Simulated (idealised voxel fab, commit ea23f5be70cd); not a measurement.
The document below concerns the process module designated voxel self aligned contacts.
Displayed cross-section: cut, width of 215 nm, square cells sized 5 nm.
In what follows, cross-sections appear as grids of square cells, described through bands that run from the top down, where every band is one or more rows of cells.
Top height, bottom height, nm. Materials left to right, width each, nm. Single material + "all across" = fills band edge to edge. "empty" = empty.
Heights are measured from 0, the level below which the as-received wafer is all one material; the lowest band has no bottom and continues downward, written as in "0 nm and below".
It should be noted that a width expressed as "30->40" varies in equal increments from row to row of cells within the band, taking the value of the first number at the top row and that of the second number at the bottom row.
It should be understood that the words "remained unchanged", when stated for a given step, signify that the cross-section underwent no change in any of its cells during that step.
The label "Enclosed internal cavities" introduces a list of the empty spaces, 8 cells or larger, that have no open way up to the top; each entry in it reads width x height at distance, where the distance is taken from the left edge and all three are stated in nm.
Text after the settings on a step's line: the simulator's own remark on that step.
If you see "overlay nm" on a step's line and that step has a mask, it's telling you how far right of where it was planned the mask ended up; a negative number means it went left instead.

Planned step list for the process
1) RECEIVE, material Si
2) OXIDIZE, depth nm 5
3) DIRECTIONAL_DEP, material polySi, thk nm 20
4) DIRECTIONAL_DEP, material SiN, thk nm 20
5) PATTERN, tone cover, mask id GATE, material resist, width nm 25, pitch nm 60, thk nm 20, overlay nm 0
6) DIRECTIONAL_ETCH, etch materials SiN, depth nm 20
7) DIRECTIONAL_ETCH, etch materials polySi, depth nm 20
8) STRIP, etch materials resist
9) CONFORMAL_DEP, material SiN, thk nm 10
10) DIRECTIONAL_ETCH, etch materials SiN, depth nm 10
11) FILL_DEP, material SiO2, thk nm 15
12) CMP, height nm 45
13) DIRECTIONAL_DEP, material aC, thk nm 15
14) PATTERN, tone open, mask id CONTACT, material resist, width nm 45, pitch nm 60, thk nm 35, overlay nm 0
15) DIRECTIONAL_ETCH, etch materials aC, depth nm 15
16) STRIP, etch materials resist
17) DIRECTIONAL_ETCH, etch materials SiO2, depth nm 50
18) STRIP, etch materials aC
19) CONFORMAL_DEP, material TiN, thk nm 5
20) FILL_DEP, material W, thk nm 5
21) CMP, height nm 45
22) CONFORMAL_DEP, material SiN, thk nm 5

As-received state of the wafer in cross-section, equivalent to post-step 1
* 0 nm and below  Si all across
* Enclosed internal cavities: none

End-of-module XS, first of two wafers, run as planned
* 50 nm to 45 nm  SiN all across
* 45 nm to 40 nm  SiO2: 55 | TiN: 20 | W: 5 | TiN: 20 | SiO2: 15 | TiN: 20 | W: 5 | TiN: 20 | SiO2: 55
* 40 nm to 20 nm  SiO2: 25 | SiN: 45 | TiN: 5 | W: 5 | TiN: 5 | SiN: 45 | TiN: 5 | W: 5 | TiN: 5 | SiN: 45 | SiO2: 25
* 20 nm to 0 nm  SiO2: 25 | SiN: 10 | polySi: 25 | SiN: 10 | TiN: 5 | W: 5 | TiN: 5 | SiN: 10 | polySi: 25 | SiN: 10 | TiN: 5 | W: 5 | TiN: 5 | SiN: 10 | polySi: 25 | SiN: 10 | SiO2: 25
* 0 nm to -5 nm  SiO2: 70 | TiN: 15 | SiO2: 45 | TiN: 15 | SiO2: 70
* -5 nm and below  Si all across
* Enclosed internal cavities: none

What the second wafer looks like in cross-section once the module is done. Its start and its plan matched the first wafer's exactly; what differed was one mistake in how it was run
* 50 nm to 45 nm  aC all across
* 45 nm to 40 nm  SiO2: 55 | TiN: 20 | W: 5 | TiN: 20 | SiO2: 15 | TiN: 20 | W: 5 | TiN: 20 | SiO2: 55
* 40 nm to 20 nm  SiO2: 25 | SiN: 45 | TiN: 5 | W: 5 | TiN: 5 | SiN: 45 | TiN: 5 | W: 5 | TiN: 5 | SiN: 45 | SiO2: 25
* 20 nm to 0 nm  SiO2: 25 | SiN: 10 | polySi: 25 | SiN: 10 | TiN: 5 | W: 5 | TiN: 5 | SiN: 10 | polySi: 25 | SiN: 10 | TiN: 5 | W: 5 | TiN: 5 | SiN: 10 | polySi: 25 | SiN: 10 | SiO2: 25
* 0 nm to -5 nm  SiO2: 70 | TiN: 15 | SiO2: 45 | TiN: 15 | SiO2: 70
* -5 nm and below  Si all across
* Enclosed internal cavities: none
Where did the run depart from the plan? step 22 was processed under conditions differing from the plan, specifically as CONFORMAL_DEP, material aC, thk nm 5
Final tally in cells, some materials are higher or lower on the second wafer than on the first: -43 SiN; +43 aC
